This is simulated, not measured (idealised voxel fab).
Documented hereafter: the process module known as voxel gate over fins.
Pictured: cross-section cut, 225 nm wide, on a grid of 5 nm square cells.
Cross-sections here: square-cell grids, written as top-down lists of bands, a band being one or more rows of cells. A band entry consists of two parts. The first gives the height of the band's top and the height of its bottom, in nm. The rest lists the band's materials from left to right, each with its width in nm. A single material labelled with the word "throughout" fills the band from edge to edge, and the word "empty" marks empty space. Height reference: 0 = level under which incoming wafer is all one material. Lowest band: no bottom, runs on downward, e.g. "0 -> down". Width "30..40": first value at the band's top row of cells, second value at its bottom row, equal change from row to row. The cross-section has no changed cell in any step marked "nothing altered". The entry titled "Enclosed voids" provides the empty spaces that have no open way to the top, restricted to those of 8 cells or more. Each is presented as width x height at distance, the distance being measured from the left edge, with all three in nm. Note: text after step settings on the step line = simulator remark on that step. Regarding "overlay nm": on a step with a mask, it is the distance the mask lay to the right of its planned place; a negative value places it to the left.

# The following list gives the planned process steps
1,op RECEIVE | material Si
2,op CONFORMAL_DEP | material SiN | thk nm 5
3,op PATTERN | tone cover | mask id FINS | material resist | width nm 15 | pitch nm 45 | thk nm 15 | overlay nm 0
4,op DIRECTIONAL_ETCH | etch materials SiN | depth nm 5
5,op DIRECTIONAL_ETCH | etch materials Si | depth nm 30
6,op STRIP | etch materials resist
7,op OXIDIZE | depth nm 5
8,op FILL_DEP | material SiO2 | thk nm 10
9,op CMP | height nm 5
10,op SELECTIVE_ETCH | etch materials SiO2 | depth nm 20
11,op STRIP | etch materials SiN
12,op CONFORMAL_DEP | material HfO2 | thk nm 5
13,op CONFORMAL_DEP | material TiN | thk nm 5
14,op CONFORMAL_DEP | material TiAl | thk nm 5
15,op CONFORMAL_DEP | material TiN | thk nm 5
16,op FILL_DEP | material W | thk nm 15
17,op CMP | height nm 30
18,op CONFORMAL_DEP | material SiCN | thk nm 5

# The first of two wafers, run as planned

# Incoming wafer in cross-section (state: after step 1)
  0 -> down  Si throughout
  Enclosed voids: none

# Wafer section view after processing step 2
  5 -> 0  SiN throughout
  Under 0: no change, same as before.

# Wafer section view after processing step 3
  20 -> 5  35 empty, then 15 resist, then 30 empty, then 15 resist, then 30 empty, then 15 resist, then 30 empty, then 15 resist, then 40 empty
  Under 5: no change, same as before.

# Wafer section view after processing step 4
  20 -> 5  35 empty, then 15 resist, then 30 empty, then 15 resist, then 30 empty, then 15 resist, then 30 empty, then 15 resist, then 40 empty
  5 -> 0  35 empty, then 15 SiN, then 30 empty, then 15 SiN, then 30 empty, then 15 SiN, then 30 empty, then 15 SiN, then 40 empty
  Under 0: no change, same as before.

# Wafer section view after processing step 5
  20 -> 5  35 empty, then 15 resist, then 30 empty, then 15 resist, then 30 empty, then 15 resist, then 30 empty, then 15 resist, then 40 empty
  5 -> 0  35 empty, then 15 SiN, then 30 empty, then 15 SiN, then 30 empty, then 15 SiN, then 30 empty, then 15 SiN, then 40 empty
  0 -> -30  35 empty, then 15 Si, then 30 empty, then 15 Si, then 30 empty, then 15 Si, then 30 empty, then 15 Si, then 40 empty
  Under -30: no change, same as before.

# Wafer section view after processing step 6
  5 -> 0  35 empty, then 15 SiN, then 30 empty, then 15 SiN, then 30 empty, then 15 SiN, then 30 empty, then 15 SiN, then 40 empty
  Under 0: no change, same as before.

# Wafer section view after processing step 7
  5 -> 0  35 empty, then 15 SiN, then 30 empty, then 15 SiN, then 30 empty, then 15 SiN, then 30 empty, then 15 SiN, then 40 empty
  0 -> -30  35 empty, then 5 SiO2, then 5 Si, then 5 SiO2, then 30 empty, then 5 SiO2, then 5 Si, then 5 SiO2, then 30 empty, then 5 SiO2, then 5 Si, then 5 SiO2, then 30 empty, then 5 SiO2, then 5 Si, then 5 SiO2, then 40 empty
  -30 -> -35  40 SiO2, then 5 Si, then 40 SiO2, then 5 Si, then 40 SiO2, then 5 Si, then 40 SiO2, then 5 Si, then 45 SiO2
  Under -35: no change, same as before.

# Wafer section view after processing step 8
  15 -> 5  SiO2 throughout
  5 -> 0  35 SiO2, then 15 SiN, then 30 SiO2, then 15 SiN, then 30 SiO2, then 15 SiN, then 30 SiO2, then 15 SiN, then 40 SiO2
  0 -> -35  40 SiO2, then 5 Si, then 40 SiO2, then 5 Si, then 40 SiO2, then 5 Si, then 40 SiO2, then 5 Si, then 45 SiO2
  Under -35: no change, same as before.

# Wafer section view after processing step 9
  5 -> 0  35 SiO2, then 15 SiN, then 30 SiO2, then 15 SiN, then 30 SiO2, then 15 SiN, then 30 SiO2, then 15 SiN, then 40 SiO2
  Under 0: no change, same as before.

# Wafer section view after processing step 10
  5 -> 0  35 empty, then 15 SiN, then 30 empty, then 15 SiN, then 30 empty, then 15 SiN, then 30 empty, then 15 SiN, then 40 empty
  0 -> -15  40 empty, then 5 Si, then 40 empty, then 5 Si, then 40 empty, then 5 Si, then 40 empty, then 5 Si, then 45 empty
  Under -15: no change, same as before.

# Wafer section view after processing step 11
  0 -> -15  40 empty, then 5 Si, then 40 empty, then 5 Si, then 40 empty, then 5 Si, then 40 empty, then 5 Si, then 45 empty
  Under -15: no change, same as before.

# Wafer section view after processing step 12
  5 -> 0  35 empty, then 15 HfO2, then 30 empty, then 15 HfO2, then 30 empty, then 15 HfO2, then 30 empty, then 15 HfO2, then 40 empty
  0 -> -10  35 empty, then 5 HfO2, then 5 Si, then 5 HfO2, then 30 empty, then 5 HfO2, then 5 Si, then 5 HfO2, then 30 empty, then 5 HfO2, then 5 Si, then 5 HfO2, then 30 empty, then 5 HfO2, then 5 Si, then 5 HfO2, then 40 empty
  -10 -> -15  40 HfO2, then 5 Si, then 40 HfO2, then 5 Si, then 40 HfO2, then 5 Si, then 40 HfO2, then 5 Si, then 45 HfO2
  Under -15: no change, same as before.

# Wafer section view after processing step 13
  10 -> 5  30 empty, then 25 TiN, then 20 empty, then 25 TiN, then 20 empty, then 25 TiN, then 20 empty, then 25 TiN, then 35 empty
  5 -> 0  30 empty, then 5 TiN, then 15 HfO2, then 5 TiN, then 20 empty, then 5 TiN, then 15 HfO2, then 5 TiN, then 20 empty, then 5 TiN, then 15 HfO2, then 5 TiN, then 20 empty, then 5 TiN, then 15 HfO2, then 5 TiN, then 35 empty
  0 -> -5  30 empty, then 5 TiN, then 5 HfO2, then 5 Si, then 5 HfO2, then 5 TiN, then 20 empty, then 5 TiN, then 5 HfO2, then 5 Si, then 5 HfO2, then 5 TiN, then 20 empty, then 5 TiN, then 5 HfO2, then 5 Si, then 5 HfO2, then 5 TiN, then 20 empty, then 5 TiN, then 5 HfO2, then 5 Si, then 5 HfO2, then 5 TiN, then 35 empty
  -5 -> -10  35 TiN, then 5 HfO2, then 5 Si, then 5 HfO2, then 30 TiN, then 5 HfO2, then 5 Si, then 5 HfO2, then 30 TiN, then 5 HfO2, then 5 Si, then 5 HfO2, then 30 TiN, then 5 HfO2, then 5 Si, then 5 HfO2, then 40 TiN
  Under -10: no change, same as before.

# Wafer section view after processing step 14
  15 -> 10  25 empty, then 35 TiAl, then 10 empty, then 35 TiAl, then 10 empty, then 35 TiAl, then 10 empty, then 35 TiAl, then 30 empty
  10 -> 5  25 empty, then 5 TiAl, then 25 TiN, then 5 TiAl, then 10 empty, then 5 TiAl, then 25 TiN, then 5 TiAl, then 10 empty, then 5 TiAl, then 25 TiN, then 5 TiAl, then 10 empty, then 5 TiAl, then 25 TiN, then 5 TiAl, then 30 empty
  5 -> 0  25 empty, then 5 TiAl, then 5 TiN, then 15 HfO2, then 5 TiN, then 5 TiAl, then 10 empty, then 5 TiAl, then 5 TiN, then 15 HfO2, then 5 TiN, then 5 TiAl, then 10 empty, then 5 TiAl, then 5 TiN, then 15 HfO2, then 5 TiN, then 5 TiAl, then 10 empty, then 5 TiAl, then 5 TiN, then 15 HfO2, then 5 TiN, then 5 TiAl, then 30 empty
  0 -> -5  30 TiAl, then 5 TiN, then 5 HfO2, then 5 Si, then 5 HfO2, then 5 TiN, then 20 TiAl, then 5 TiN, then 5 HfO2, then 5 Si, then 5 HfO2, then 5 TiN, then 20 TiAl, then 5 TiN, then 5 HfO2, then 5 Si, then 5 HfO2, then 5 TiN, then 20 TiAl, then 5 TiN, then 5 HfO2, then 5 Si, then 5 HfO2, then 5 TiN, then 35 TiAl
  Under -5: no change, same as before.

# Wafer section view after processing step 15
  20 -> 15  20 empty, then 180 TiN, then 25 empty
  15 -> 10  20 empty, then 5 TiN, then 35 TiAl, then 10 TiN, then 35 TiAl, then 10 TiN, then 35 TiAl, then 10 TiN, then 35 TiAl, then 5 TiN, then 25 empty
  10 -> 5  20 empty, then 5 TiN, then 5 TiAl, then 25 TiN, then 5 TiAl, then 10 TiN, then 5 TiAl, then 25 TiN, then 5 TiAl, then 10 TiN, then 5 TiAl, then 25 TiN, then 5 TiAl, then 10 TiN, then 5 TiAl, then 25 TiN, then 5 TiAl, then 5 TiN, then 25 empty
  5 -> 0  25 TiN, then 5 TiAl, then 5 TiN, then 15 HfO2, then 5 TiN, then 5 TiAl, then 10 TiN, then 5 TiAl, then 5 TiN, then 15 HfO2, then 5 TiN, then 5 TiAl, then 10 TiN, then 5 TiAl, then 5 TiN, then 15 HfO2, then 5 TiN, then 5 TiAl, then 10 TiN, then 5 TiAl, then 5 TiN, then 15 HfO2, then 5 TiN, then 5 TiAl, then 30 TiN
  Under 0: no change, same as before.

# Wafer section view after processing step 16
  35 -> 20  W throughout
  20 -> 15  20 W, then 180 TiN, then 25 W
  15 -> 10  20 W, then 5 TiN, then 35 TiAl, then 10 TiN, then 35 TiAl, then 10 TiN, then 35 TiAl, then 10 TiN, then 35 TiAl, then 5 TiN, then 25 W
  10 -> 5  20 W, then 5 TiN, then 5 TiAl, then 25 TiN, then 5 TiAl, then 10 TiN, then 5 TiAl, then 25 TiN, then 5 TiAl, then 10 TiN, then 5 TiAl, then 25 TiN, then 5 TiAl, then 10 TiN, then 5 TiAl, then 25 TiN, then 5 TiAl, then 5 TiN, then 25 W
  Under 5: no change, same as before.

# Wafer section view after processing step 17
  30 -> 20  W throughout
  Under 20: no change, same as before.

# Wafer section view after processing step 18
  35 -> 30  SiCN throughout
  Under 30: no change, same as before.

# Here the second wafer is described. Its start and its plan were those of the first wafer. Its run contained one mistake. Up to and including step 14, it did exactly what the first wafer did

# The second wafer cut through, at the time step 15 was supposed to be finished
  20 -> 15  20 empty, then 180 HfO2, then 25 empty
  15 -> 10  20 empty, then 5 HfO2, then 35 TiAl, then 10 HfO2, then 35 TiAl, then 10 HfO2, then 35 TiAl, then 10 HfO2, then 35 TiAl, then 5 HfO2, then 25 empty
  10 -> 5  20 empty, then 5 HfO2, then 5 TiAl, then 25 TiN, then 5 TiAl, then 10 HfO2, then 5 TiAl, then 25 TiN, then 5 TiAl, then 10 HfO2, then 5 TiAl, then 25 TiN, then 5 TiAl, then 10 HfO2, then 5 TiAl, then 25 TiN, then 5 TiAl, then 5 HfO2, then 25 empty
  5 -> 0  25 HfO2, then 5 TiAl, then 5 TiN, then 15 HfO2, then 5 TiN, then 5 TiAl, then 10 HfO2, then 5 TiAl, then 5 TiN, then 15 HfO2, then 5 TiN, then 5 TiAl, then 10 HfO2, then 5 TiAl, then 5 TiN, then 15 HfO2, then 5 TiN, then 5 TiAl, then 10 HfO2, then 5 TiAl, then 5 TiN, then 15 HfO2, then 5 TiN, then 5 TiAl, then 30 HfO2
  Under 0: no change, same as before.

# The second wafer cut through, at the time step 16 was supposed to be finished
  35 -> 20  W throughout
  20 -> 15  20 W, then 180 HfO2, then 25 W
  15 -> 10  20 W, then 5 HfO2, then 35 TiAl, then 10 HfO2, then 35 TiAl, then 10 HfO2, then 35 TiAl, then 10 HfO2, then 35 TiAl, then 5 HfO2, then 25 W
  10 -> 5  20 W, then 5 HfO2, then 5 TiAl, then 25 TiN, then 5 TiAl, then 10 HfO2, then 5 TiAl, then 25 TiN, then 5 TiAl, then 10 HfO2, then 5 TiAl, then 25 TiN, then 5 TiAl, then 10 HfO2, then 5 TiAl, then 25 TiN, then 5 TiAl, then 5 HfO2, then 25 W
  Under 5: no change, same as before.

# The second wafer cut through, at the time step 17 was supposed to be finished
  30 -> 20  W throughout
  Under 20: no change, same as before.

# The second wafer cut through, at the time step 18 was supposed to be finished
  35 -> 30  SiCN throughout
  Under 30: no change, same as before.
Diagnosis: rather than as planned, step 15 actually ran as op CONFORMAL_DEP | material HfO2 | thk nm 5
Final difference in cells, second wafer against first, listed per material as more or fewer: HfO2: 69 more | TiN: 69 fewer
